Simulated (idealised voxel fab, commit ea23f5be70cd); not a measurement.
process module | voxel transistor to metal
cross-section cut | 160 nm wide | cells 5 nm
A cross-section is a grid of square cells, given in bands from the top down. A band is one or more rows of cells.
Each band's line starts with the height of the band's top and of its bottom, in nm. Then come its materials from left to right, each with its width in nm. One material with "throughout" fills the band from edge to edge. "air" is empty space.
Height 0 is the level under which the wafer as received is all one material. The lowest band goes on downwards, as in "0 down".
A width such as "30 to 40" changes by the same amount from each row of cells to the next, from the band's top row to its bottom row.
"no change" after a step means that no cell of the cross-section changed.
closed voids: empty space of 8 cells or more with no open way to the top, each as width x height at its distance from the left edge, in nm
after a step's settings: what the simulator itself notes on the step
overlay nm, on a step with a mask: how far to the right of its planned place the mask lay; to the left if negative
plan
1 op RECEIVE | material Si
2 op OXIDIZE | depth nm 5
3 op CONFORMAL_DEP | material SiN | thk nm 10
4 op DIRECTIONAL_DEP | material aC | thk nm 10
5 op PATTERN | tone cover | mask id ACTIVE | material resist | width nm 120 | thk nm 25 | overlay nm 0
6 op DIRECTIONAL_ETCH | etch materials aC | depth nm 10
7 op STRIP | etch materials resist
8 op DIRECTIONAL_ETCH | etch materials SiN | depth nm 10
9 op DIRECTIONAL_ETCH | etch materials SiO2 | depth nm 5
10 op DIRECTIONAL_ETCH | etch materials Si | depth nm 20
11 op STRIP | etch materials aC
12 op OXIDIZE | depth nm 5
13 op FILL_DEP | material SiO2 | thk nm 5
14 op CMP | height nm 10
15 op SELECTIVE_ETCH | etch materials SiO2 | depth nm 5
16 op STRIP | etch materials SiN
17 op SELECTIVE_ETCH | etch materials SiO2 | depth nm 5
18 op OXIDIZE | depth nm 5
19 op DIRECTIONAL_DEP | material polySi | thk nm 30
20 op DIRECTIONAL_DEP | material SiCN | thk nm 10
21 op PATTERN | tone cover | mask id GATE | material resist | width nm 20 | thk nm 15 | overlay nm 0
22 op DIRECTIONAL_ETCH | etch materials SiCN | depth nm 20
23 op DIRECTIONAL_ETCH | etch materials polySi | depth nm 40
24 op STRIP | etch materials resist
25 op CONFORMAL_DEP | material SiN | thk nm 10
26 op DIRECTIONAL_ETCH | etch materials SiN | depth nm 10
27 op DIRECTIONAL_ETCH | etch materials SiO2 | depth nm 5
28 op EPI | material nSi | thk nm 5
29 op FILL_DEP | material SiO2 | thk nm 5
30 op CMP | height nm 35
31 op DIRECTIONAL_DEP | material SiO2 | thk nm 15
32 op MASKED_ETCH | tone open | mask id CONTACT | width nm 35 | pitch nm 65 | etch materials SiO2 | depth nm 55 | overlay nm 0
33 op CONFORMAL_DEP | material TiN | thk nm 5
34 op FILL_DEP | material Ru | thk nm 10
35 op CMP | height nm 50
36 op CONFORMAL_DEP | material SiN | thk nm 5
37 op DIRECTIONAL_DEP | material SiO2 | thk nm 25
38 op DIRECTIONAL_DEP | material aC | thk nm 15
39 op PATTERN | tone open | mask id METAL_1 | material resist | width nm 20 | pitch nm 80 | thk nm 30 | overlay nm 0
40 op DIRECTIONAL_ETCH | etch materials aC | depth nm 15
41 op STRIP | etch materials resist
42 op DIRECTIONAL_ETCH | etch materials SiO2 | depth nm 25
43 op DIRECTIONAL_ETCH | etch materials SiN | depth nm 5
44 op STRIP | etch materials aC
45 op CONFORMAL_DEP | material TiN | thk nm 5
46 op FILL_DEP | material W | thk nm 5
47 op CMP | height nm 80
48 op CONFORMAL_DEP | material SiN | thk nm 5
varied across the wafers: depth nm of step 15. The plan shows the first wafer's value. All wafers start alike
first wafer as received, after step 1
  0 down: Si throughout
  closed voids: none
first wafer at the end, after step 48
  85 to 80: SiN throughout
  80 to 55: SiO2 30 | TiN 5 | W 10 | TiN 5 | SiO2 60 | TiN 5 | W 10 | TiN 5 | SiO2 30
  55 to 50: SiN 30 | TiN 20 | SiN 60 | TiN 20 | SiN 30
  50 to 40: SiO2 30 | TiN 5 | Ru 25 | TiN 5 | SiO2 30 | TiN 5 | Ru 25 | TiN 5 | SiO2 30
  40 to 35: SiO2 30 | TiN 5 | Ru 20 | TiN 10 | SiO2 30 | TiN 10 | Ru 20 | TiN 5 | SiO2 30
  35 to 25: SiO2 30 | TiN 5 | Ru 20 | TiN 5 | SiN 10 | SiCN 20 | SiN 10 | TiN 5 | Ru 20 | TiN 5 | SiO2 30
  25 to 0: SiO2 30 | TiN 5 | Ru 20 | TiN 5 | SiN 10 | polySi 20 | SiN 10 | TiN 5 | Ru 20 | TiN 5 | SiO2 30
  0 to -5: SiO2 15 | SiN 10 | SiO2 5 | TiN 30 | SiN 10 | polySi 20 | SiN 10 | TiN 30 | SiO2 5 | SiN 10 | SiO2 15
  -5 to -10: SiO2 25 | nSi 35 | SiO2 40 | nSi 35 | SiO2 25
  -10 to -30: SiO2 25 | Si 110 | SiO2 25
  -30 down: Si throughout
  closed voids: none
last wafer at the end
  85 to 80: SiN throughout
  80 to 55: SiO2 30 | TiN 5 | W 10 | TiN 5 | SiO2 60 | TiN 5 | W 10 | TiN 5 | SiO2 30
  55 to 50: SiN 30 | TiN 20 | SiN 60 | TiN 20 | SiN 30
  50 to 40: SiO2 30 | TiN 5 | Ru 25 | TiN 5 | SiO2 30 | TiN 5 | Ru 25 | TiN 5 | SiO2 30
  40 to 35: SiO2 30 | TiN 5 | Ru 20 | TiN 10 | SiO2 30 | TiN 10 | Ru 20 | TiN 5 | SiO2 30
  35 to 25: SiO2 30 | TiN 5 | Ru 20 | TiN 5 | SiN 10 | SiCN 20 | SiN 10 | TiN 5 | Ru 20 | TiN 5 | SiO2 30
  25 to 0: SiO2 30 | TiN 5 | Ru 20 | TiN 5 | SiN 10 | polySi 20 | SiN 10 | TiN 5 | Ru 20 | TiN 5 | SiO2 30
  0 to -5: SiO2 30 | TiN 30 | SiN 10 | polySi 20 | SiN 10 | TiN 30 | SiO2 30
  -5 to -10: SiO2 15 | SiN 10 | nSi 35 | SiO2 40 | nSi 35 | SiN 10 | SiO2 15
  -10 to -15: SiO2 15 | SiN 10 | SiO2 5 | Si 100 | SiO2 5 | SiN 10 | SiO2 15
  -15 to -20: SiO2 30 | Si 100 | SiO2 30
  -20 to -30: SiO2 25 | Si 110 | SiO2 25
  -30 down: Si throughout
  closed voids: none
each wafer at the end: cells of each material gained (+) or lost (-) since it was received, then its closed voids
depth nm 5 | +84 Ru | -104 Si | +8 SiCN | +92 SiN | +324 SiO2 | +82 TiN | +20 W | +14 nSi | +24 polySi | closed voids: none
depth nm 10 | +84 Ru | -104 Si | +8 SiCN | +88 SiN | +326 SiO2 | +82 TiN | +20 W | +16 nSi | +24 polySi | closed voids: none
depth nm 15 | +84 Ru | -106 Si | +8 SiCN | +92 SiN | +326 SiO2 | +82 TiN | +20 W | +14 nSi | +24 polySi | closed voids: none
depth nm 20 | +84 Ru | -108 Si | +8 SiCN | +96 SiN | +324 SiO2 | +82 TiN | +20 W | +14 nSi | +24 polySi | closed voids: none
